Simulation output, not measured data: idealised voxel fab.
The following process module bears the name voxel spacer lines.
The width of the displayed cross-section, cut, is 250 nm; its cells are square, with a size of 5 nm.
When this document writes out a cross-section, it uses a grid of square cells and lists it as bands, beginning at the top and moving down, with a band standing for one or more rows of cells. A band entry consists of two parts. The first gives the height of the band's top and the height of its bottom, in nm. The rest lists the band's materials from left to right, each with its width in nm. A single material labelled with the word "throughout" fills the band from edge to edge, and the word "empty" marks empty space. Height reference: 0 = level under which incoming wafer is all one material. Lowest band: no bottom, runs on downward, e.g. "top 0, no bottom". The expression "30->40" gives the width at the extremes of the band, the first number at its top row of cells and the second at its bottom row, with the width changing by equal amounts from each row to the next in between. Take "no modification" at face value: in the step it is given for, the cross-section changed in none of its cells. What "Closed cavities" gives you is every empty space of 8 cells or more that is cut off from the top. Each appears as width x height at distance, with the distance taken from the left edge and width, height and distance all in nm. On each step's line, the part that comes after the settings is the simulator's own comment on the step. Steps that use a mask can have "overlay nm" on their line. It says how far the mask sat to the right of where it was meant to be. Negative means to the left.

## Steps in the process plan
1. RECEIVE (material Si)
2. CONFORMAL_DEP (material Al2O3; thk nm 5)
3. DIRECTIONAL_DEP (material SiN; thk nm 15)
4. DIRECTIONAL_DEP (material aC; thk nm 30)
5. PATTERN (tone cover; mask id MANDREL; material resist; width nm 25; pitch nm 70; thk nm 35; overlay nm 0)
6. DIRECTIONAL_ETCH (etch materials aC; depth nm 30)
7. STRIP (etch materials resist)
8. CONFORMAL_DEP (material SiO2; thk nm 10)
9. DIRECTIONAL_ETCH (etch materials SiO2; depth nm 10)
10. STRIP (etch materials aC)
11. DIRECTIONAL_ETCH (etch materials SiN; depth nm 15)
12. STRIP (etch materials SiO2)
Quick note for whoever runs this: the wafers start identical, but the thk nm at step 2 isn't the same across them. The plan just shows what the first wafer had.

## Received wafers, first of several: cross-section after step 1
	top 0, no bottom | Si throughout
	Closed cavities: none

## Row per wafer, end-of-module: cell gain (+)/loss (-) by material since the wafer came in, then closed voids
thk nm 5, +50 Al2O3, +36 SiN, Closed cavities: none
thk nm 10, +100 Al2O3, +36 SiN, Closed cavities: none
thk nm 15, +150 Al2O3, +36 SiN, Closed cavities: none
thk nm 20, +200 Al2O3, +36 SiN, Closed cavities: none
